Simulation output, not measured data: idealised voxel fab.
Proc. module: voxel air gaps
In the cross-section labelled cut, the width is 210 nm and each square cell is 5 nm.
Throughout this document, each cross-section is represented as a grid of square cells and is presented as a sequence of bands enumerated from the top downward, where a band comprises one or more rows of cells. Heights first: top, then bottom, in nm. Then materials, left to right, each with a width in nm. "full width" on a single material: fills the band edge to edge. "empty": empty space. Note: height 0 marks the level under which the wafer is uniformly one material as received. Lowest band unbounded below, written "0 -> down". The width entry "30 to 40" should be interpreted row by row: the top row of cells in the band takes the first number, the bottom row takes the second number, and the change between adjacent rows is uniform throughout. Given "all unchanged" for a step, no cell of the cross-section differs between before and after that step. Voids not open to the top, 8 cells minimum: see "Completely enclosed voids". Written width x height at distance; distance is from the left edge; nm. The remark found on a step's line after its settings is issued by the simulator itself and pertains to that step. overlay nm: how far to the right of its planned place the mask lay on this masked step (negative: to the left).

### Planned process steps
1) RECEIVE,material Si
2) CONFORMAL_DEP,material SiO2,thk nm 10
3) CONFORMAL_DEP,material SiN,thk nm 5
4) DIRECTIONAL_DEP,material lowk,thk nm 40
5) PATTERN,tone open,mask id LINES,material resist,width nm 15,pitch nm 40,thk nm 15,overlay nm 0
6) DIRECTIONAL_ETCH,etch materials lowk,depth nm 40
7) STRIP,etch materials resist
8) CONFORMAL_DEP,material TiN,thk nm 5
9) FILL_DEP,material Ru,thk nm 10
10) CMP,height nm 55
11) EPI,material Ru,thk nm 10
12) SELECTIVE_ETCH,etch materials lowk,depth nm 50
13) CONFORMAL_DEP,material SiCN,thk nm 5

### The first of the two wafers, which ran as planned

### as received, after step 1
	0 -> down = Si full width
	Completely enclosed voids: none

### You're looking at a cross-section of the wafer after step 2
	10 -> 0 = SiO2 full width
	Lower than 0, everything is as it was.

### You're looking at a cross-section of the wafer after step 3
	15 -> 10 = SiN full width
	Lower than 10, everything is as it was.

### You're looking at a cross-section of the wafer after step 4
	55 -> 15 = lowk full width
	Lower than 15, everything is as it was.

### You're looking at a cross-section of the wafer after step 5
	70 -> 55 = resist: 55; empty: 15; resist: 25; empty: 15; resist: 25; empty: 15; resist: 60
	Lower than 55, everything is as it was.

### You're looking at a cross-section of the wafer after step 6
	70 -> 55 = resist: 55; empty: 15; resist: 25; empty: 15; resist: 25; empty: 15; resist: 60
	55 -> 15 = lowk: 55; empty: 15; lowk: 25; empty: 15; lowk: 25; empty: 15; lowk: 60
	Lower than 15, everything is as it was.

### You're looking at a cross-section of the wafer after step 7
	55 -> 15 = lowk: 55; empty: 15; lowk: 25; empty: 15; lowk: 25; empty: 15; lowk: 60
	Lower than 15, everything is as it was.

### You're looking at a cross-section of the wafer after step 8
	60 -> 55 = TiN: 60; empty: 5; TiN: 35; empty: 5; TiN: 35; empty: 5; TiN: 65
	55 -> 20 = lowk: 55; TiN: 5; empty: 5; TiN: 5; lowk: 25; TiN: 5; empty: 5; TiN: 5; lowk: 25; TiN: 5; empty: 5; TiN: 5; lowk: 60
	20 -> 15 = lowk: 55; TiN: 15; lowk: 25; TiN: 15; lowk: 25; TiN: 15; lowk: 60
	Lower than 15, everything is as it was.

### You're looking at a cross-section of the wafer after step 9
	70 -> 60 = Ru full width
	60 -> 55 = TiN: 60; Ru: 5; TiN: 35; Ru: 5; TiN: 35; Ru: 5; TiN: 65
	55 -> 20 = lowk: 55; TiN: 5; Ru: 5; TiN: 5; lowk: 25; TiN: 5; Ru: 5; TiN: 5; lowk: 25; TiN: 5; Ru: 5; TiN: 5; lowk: 60
	Lower than 20, everything is as it was.

### You're looking at a cross-section of the wafer after step 10
	55 -> 20 = lowk: 55; TiN: 5; Ru: 5; TiN: 5; lowk: 25; TiN: 5; Ru: 5; TiN: 5; lowk: 25; TiN: 5; Ru: 5; TiN: 5; lowk: 60
	Lower than 20, everything is as it was.

### You're looking at a cross-section of the wafer after step 11
	65 -> 55 = empty: 45; Ru: 35; empty: 5; Ru: 35; empty: 5; Ru: 35; empty: 50
	Lower than 55, everything is as it was.

### You're looking at a cross-section of the wafer after step 12
	65 -> 55 = empty: 45; Ru: 35; empty: 5; Ru: 35; empty: 5; Ru: 35; empty: 50
	55 -> 20 = empty: 55; TiN: 5; Ru: 5; TiN: 5; empty: 25; TiN: 5; Ru: 5; TiN: 5; empty: 25; TiN: 5; Ru: 5; TiN: 5; empty: 60
	20 -> 15 = empty: 55; TiN: 15; empty: 25; TiN: 15; empty: 25; TiN: 15; empty: 60
	Lower than 15, everything is as it was.

### You're looking at a cross-section of the wafer after step 13
	70 -> 65 = empty: 40; SiCN: 125; empty: 45
	65 -> 55 = empty: 40; SiCN: 5; Ru: 35; SiCN: 5; Ru: 35; SiCN: 5; Ru: 35; SiCN: 5; empty: 45
	55 -> 50 = empty: 40; SiCN: 15; TiN: 5; Ru: 5; TiN: 5; SiCN: 25; TiN: 5; Ru: 5; TiN: 5; SiCN: 25; TiN: 5; Ru: 5; TiN: 5; SiCN: 15; empty: 45
	50 -> 20 = empty: 50; SiCN: 5; TiN: 5; Ru: 5; TiN: 5; SiCN: 5; empty: 15; SiCN: 5; TiN: 5; Ru: 5; TiN: 5; SiCN: 5; empty: 15; SiCN: 5; TiN: 5; Ru: 5; TiN: 5; SiCN: 5; empty: 55
	20 -> 15 = SiCN: 55; TiN: 15; SiCN: 25; TiN: 15; SiCN: 25; TiN: 15; SiCN: 60
	Lower than 15, everything is as it was.
	Completely enclosed voids: 15 x 30 at 75; 15 x 30 at 115

### The second wafer: identical to the first at the outset and in its planned sequence, differing only in that one mistake was made during processing; up to and including step 10, its path is the first wafer's path

### Cross-section of the second wafer at the time step 11 of the plan should have ended
	60 -> 55 = empty: 50; Ru: 25; empty: 15; Ru: 25; empty: 15; Ru: 25; empty: 55
	Lower than 55, everything is as it was.

### Cross-section of the second wafer at the time step 12 of the plan should have ended
	60 -> 55 = empty: 50; Ru: 25; empty: 15; Ru: 25; empty: 15; Ru: 25; empty: 55
	55 -> 20 = empty: 55; TiN: 5; Ru: 5; TiN: 5; empty: 25; TiN: 5; Ru: 5; TiN: 5; empty: 25; TiN: 5; Ru: 5; TiN: 5; empty: 60
	20 -> 15 = empty: 55; TiN: 15; empty: 25; TiN: 15; empty: 25; TiN: 15; empty: 60
	Lower than 15, everything is as it was.

### Cross-section of the second wafer at the time step 13 of the plan should have ended
	65 -> 60 = empty: 45; SiCN: 35; empty: 5; SiCN: 35; empty: 5; SiCN: 35; empty: 50
	60 -> 55 = empty: 45; SiCN: 5; Ru: 25; SiCN: 5; empty: 5; SiCN: 5; Ru: 25; SiCN: 5; empty: 5; SiCN: 5; Ru: 25; SiCN: 5; empty: 50
	55 -> 50 = empty: 45; SiCN: 10; TiN: 5; Ru: 5; TiN: 5; SiCN: 10; empty: 5; SiCN: 10; TiN: 5; Ru: 5; TiN: 5; SiCN: 10; empty: 5; SiCN: 10; TiN: 5; Ru: 5; TiN: 5; SiCN: 10; empty: 50
	50 -> 20 = empty: 50; SiCN: 5; TiN: 5; Ru: 5; TiN: 5; SiCN: 5; empty: 15; SiCN: 5; TiN: 5; Ru: 5; TiN: 5; SiCN: 5; empty: 15; SiCN: 5; TiN: 5; Ru: 5; TiN: 5; SiCN: 5; empty: 55
	20 -> 15 = SiCN: 55; TiN: 15; SiCN: 25; TiN: 15; SiCN: 25; TiN: 15; SiCN: 60
	Lower than 15, everything is as it was.
So what did we get wrong on this run? step 11 ran with different settings than intended, the actual operation and settings being EPI,material Ru,thk nm 5
The final cell counts differ between the wafers, with the second having more or fewer of some materials than the first: Ru: 27 fewer | SiCN: 10 fewer
Upon completion, the first wafer exhibits 2 closed voids and the second wafer exhibits 0.
